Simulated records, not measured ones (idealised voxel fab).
Presented below is a process module, voxel air gaps.
Section cut is 235 nm wide and gridded with 5 nm square cells.
Cross-section spec: square-cell grid; bands listed top down; each band is one or more rows.
Heads up on the band format: heights come first, top then bottom, in nm. After that it's the materials left to right, each with its width in nm. A single material flagged "throughout" fills the whole band edge to edge, and "empty" means there's empty space there.
Heads up on the height convention: 0 is the point under which the incoming wafer is all one material, and the lowest band has no bottom, it just keeps going down, like "0 and below".
The width entry "30->40" should be interpreted row by row: the top row of cells in the band takes the first number, the bottom row takes the second number, and the change between adjacent rows is uniform throughout.
"no modification" (step): cross-section cells unchanged, all of them.
"Closed internal cavities" lists enclosed empty spaces (at least 8 cells, no open path upward to the top), each as width x height at distance from the left edge, in nm.
That trailing text on a step's line, after the settings, is the simulator's own remark on the step.
overlay nm: mask offset rightward from planned place, masked step; negative means leftward offset.

**Here's what the planned process steps look like**
| 1 | RECEIVE [material Si] |
| 2 | CONFORMAL_DEP [material SiO2] [thk nm 10] |
| 3 | CONFORMAL_DEP [material SiN] [thk nm 5] |
| 4 | DIRECTIONAL_DEP [material SiO2] [thk nm 40] |
| 5 | DIRECTIONAL_DEP [material aC] [thk nm 15] |
| 6 | PATTERN [tone open] [mask id LINES] [material resist] [width nm 15] [pitch nm 55] [thk nm 30] [overlay nm 0] |
| 7 | DIRECTIONAL_ETCH [etch materials aC] [depth nm 15] |
| 8 | STRIP [etch materials resist] |
| 9 | DIRECTIONAL_ETCH [etch materials SiO2] [depth nm 40] |
| 10 | STRIP [etch materials aC] |
| 11 | CONFORMAL_DEP [material TiN] [thk nm 5] |
| 12 | FILL_DEP [material Cu] [thk nm 5] |
| 13 | CMP [height nm 55] |
| 14 | EPI [material Ru] [thk nm 10] |
| 15 | SELECTIVE_ETCH [etch materials SiO2] [depth nm 50] |
| 16 | CONFORMAL_DEP [material SiCN] [thk nm 5] |
Same starting wafers, different width nm at step 6. Plan value belongs to the first wafer.

**The first of several wafers as received, shown in cross-section; this is its state after step 1**
  0 and below: Si throughout
  Closed internal cavities: none

**First wafer of several, cross-section, module end, after step 16 (last)**
  70 down to 65: empty 10 | SiCN 45 | empty 10 | SiCN 45 | empty 10 | SiCN 45 | empty 10 | SiCN 45 | empty 15
  65 down to 55: empty 10 | SiCN 5 | Ru 35 | SiCN 5 | empty 10 | SiCN 5 | Ru 35 | SiCN 5 | empty 10 | SiCN 5 | Ru 35 | SiCN 5 | empty 10 | SiCN 5 | Ru 35 | SiCN 5 | empty 15
  55 down to 50: empty 10 | SiCN 15 | TiN 5 | Cu 5 | TiN 5 | SiCN 15 | empty 10 | SiCN 15 | TiN 5 | Cu 5 | TiN 5 | SiCN 15 | empty 10 | SiCN 15 | TiN 5 | Cu 5 | TiN 5 | SiCN 15 | empty 10 | SiCN 15 | TiN 5 | Cu 5 | TiN 5 | SiCN 15 | empty 15
  50 down to 20: empty 20 | SiCN 5 | TiN 5 | Cu 5 | TiN 5 | SiCN 5 | empty 30 | SiCN 5 | TiN 5 | Cu 5 | TiN 5 | SiCN 5 | empty 30 | SiCN 5 | TiN 5 | Cu 5 | TiN 5 | SiCN 5 | empty 30 | SiCN 5 | TiN 5 | Cu 5 | TiN 5 | SiCN 5 | empty 25
  20 down to 15: SiCN 25 | TiN 15 | SiCN 40 | TiN 15 | SiCN 40 | TiN 15 | SiCN 40 | TiN 15 | SiCN 30
  15 down to 10: SiN throughout
  10 down to 0: SiO2 throughout
  0 and below: Si throughout
  Closed internal cavities: none

**At the end of the module, the last of several wafers in cross-section**
  70 down to 65: SiCN throughout
  65 down to 55: SiCN 5 | Ru 225 | SiCN 5
  55 down to 50: SiCN 15 | TiN 5 | Cu 30 | TiN 5 | SiO2 15 | TiN 5 | Cu 30 | TiN 5 | SiO2 15 | TiN 5 | Cu 30 | TiN 5 | SiO2 15 | TiN 5 | Cu 30 | TiN 5 | SiCN 15
  50 down to 20: empty 10 | SiCN 5 | TiN 5 | Cu 30 | TiN 5 | SiO2 15 | TiN 5 | Cu 30 | TiN 5 | SiO2 15 | TiN 5 | Cu 30 | TiN 5 | SiO2 15 | TiN 5 | Cu 30 | TiN 5 | SiCN 5 | empty 10
  20 down to 15: SiCN 15 | TiN 40 | SiO2 15 | TiN 40 | SiO2 15 | TiN 40 | SiO2 15 | TiN 40 | SiCN 15
  15 down to 10: SiN throughout
  10 down to 0: SiO2 throughout
  0 and below: Si throughout
  Closed internal cavities: 10 x 30 at 0; 10 x 30 at 225

**For your reference, the table is organized with a row per wafer; each row reflects the wafer at the end of the module, indicating for each material the cells gained (+) or lost (-) since receipt, and thereafter its closed voids**
width nm 15, +28 Cu, +56 Ru, +159 SiCN, +47 SiN, +94 SiO2, +68 TiN, Closed internal cavities: none
width nm 20, +56 Cu, +64 Ru, +159 SiCN, +47 SiN, +94 SiO2, +72 TiN, Closed internal cavities: none
width nm 25, +84 Cu, +72 Ru, +159 SiCN, +47 SiN, +94 SiO2, +76 TiN, Closed internal cavities: 20 x 30 at 50; 20 x 30 at 105; 20 x 30 at 160
width nm 30, +112 Cu, +80 Ru, +147 SiCN, +47 SiN, +94 SiO2, +80 TiN, Closed internal cavities: 15 x 30 at 55; 15 x 30 at 110; 15 x 30 at 165
width nm 35, +140 Cu, +88 Ru, +75 SiCN, +47 SiN, +190 SiO2, +84 TiN, Closed internal cavities: 10 x 30 at 0
width nm 40, +168 Cu, +90 Ru, +75 SiCN, +47 SiN, +166 SiO2, +88 TiN, Closed internal cavities: 10 x 30 at 0; 10 x 30 at 225
